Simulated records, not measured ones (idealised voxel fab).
This section sets out a process module, namely voxel self aligned contacts.
Displayed cross-section: cut, width of 200 nm, square cells sized 5 nm.
Notation: cross-section as square-cell grid; stated in bands, top first, going down; one or more cell rows per band.
A band entry consists of two parts. The first gives the height of the band's top and the height of its bottom, in nm. The rest lists the band's materials from left to right, each with its width in nm. A single material labelled with the word "edge to edge" fills the band from edge to edge, and the word "empty" marks empty space.
Heights are measured from 0, the level below which the as-received wafer is all one material; the lowest band has no bottom and continues downward, written as in "z 0 and below".
The two numbers in a width such as "30->40" mark its ends across the band: the first belongs to the top row of cells, the second to the bottom row, and from each row to the next the width moves by the same amount.
Any step labelled "stayed the same" changed none of the cells in the cross-section.
Entry "Fully closed voids". Content: empty spaces with no open connection to the top, size 8 cells or greater. Each: width x height at distance. Distance: from left edge. Unit: nm.
after a step's settings: what the simulator itself notes on the step
"overlay nm" on a masked step: distance the mask lay right of its planned place, negative for left.
So here's the lineup of process steps we planned:
1: op RECEIVE | material Si
2: op OXIDIZE | depth nm 5
3: op DIRECTIONAL_DEP | material polySi | thk nm 30
4: op DIRECTIONAL_DEP | material SiN | thk nm 25
5: op MASKED_ETCH | tone cover | mask id GATE | width nm 25 | pitch nm 60 | etch materials SiN | depth nm 25 | overlay nm 0
6: op MASKED_ETCH | tone cover | mask id GATE | width nm 25 | pitch nm 60 | etch materials polySi | depth nm 30 | overlay nm 0
7: op CONFORMAL_DEP | material SiN | thk nm 10
8: op DIRECTIONAL_ETCH | etch materials SiN | depth nm 10
9: op FILL_DEP | material SiO2 | thk nm 15
10: op CMP | height nm 65
11: op MASKED_ETCH | tone open | mask id CONTACT | width nm 45 | pitch nm 60 | etch materials SiO2 | depth nm 70 | overlay nm 0
12: op CONFORMAL_DEP | material TiN | thk nm 5
13: op FILL_DEP | material W | thk nm 10
14: op CMP | height nm 65
15: op CONFORMAL_DEP | material SiCN | thk nm 5
This is the cross-section of the wafer as we received it, i.e. after step 1:
  z 0 and below: Si edge to edge
  Fully closed voids: none
Cross-section: first of two wafers, module finished, run according to plan:
  z 70 to 65: SiCN edge to edge
  z 65 to 55: 45 SiO2, 5->20 TiN, 35->5 W, 5->20 TiN, 15 SiO2, 5->20 TiN, 35->5 W, 5->20 TiN, 50 SiO2
  z 55 to 30: 15 SiO2, 45 SiN, 5 TiN, 5 W, 5 TiN, 45 SiN, 5 TiN, 5 W, 5 TiN, 45 SiN, 20 SiO2
  z 30 to 0: 15 SiO2, 10 SiN, 25 polySi, 10 SiN, 5 TiN, 5 W, 5 TiN, 10 SiN, 25 polySi, 10 SiN, 5 TiN, 5 W, 5 TiN, 10 SiN, 25 polySi, 10 SiN, 20 SiO2
  z 0 to -5: 60 SiO2, 15 TiN, 45 SiO2, 15 TiN, 65 SiO2
  z -5 and below: Si edge to edge
  Fully closed voids: none
Cross-section, wafer two of two, end of module: same start and plan as wafer one, one error in execution:
  z 70 to 65: SiCN edge to edge
  z 65 to 55: 50 SiO2, 5->15 TiN, 30->5 W, 5->20 TiN, 20 SiO2, 5->15 TiN, 30->5 W, 5->20 TiN, 50 SiO2
  z 55 to 30: 15 SiO2, 45 SiN, 5 TiN, 5 W, 5 TiN, 45 SiN, 5 TiN, 5 W, 5 TiN, 45 SiN, 20 SiO2
  z 30 to 0: 15 SiO2, 10 SiN, 25 polySi, 10 SiN, 5 TiN, 5 W, 5 TiN, 10 SiN, 25 polySi, 10 SiN, 5 TiN, 5 W, 5 TiN, 10 SiN, 25 polySi, 10 SiN, 20 SiO2
  z 0 to -5: 60 SiO2, 15 TiN, 45 SiO2, 15 TiN, 65 SiO2
  z -5 and below: Si edge to edge
  Fully closed voids: none
What was done differently from what was planned? note that step 11 departed from the planned setting and was carried out as op MASKED_ETCH | tone open | mask id CONTACT | width nm 40 | pitch nm 60 | etch materials SiO2 | depth nm 70 | overlay nm 0
Final tally in cells, some materials are higher or lower on the second wafer than on the first: SiO2 +4; TiN -2; W -2
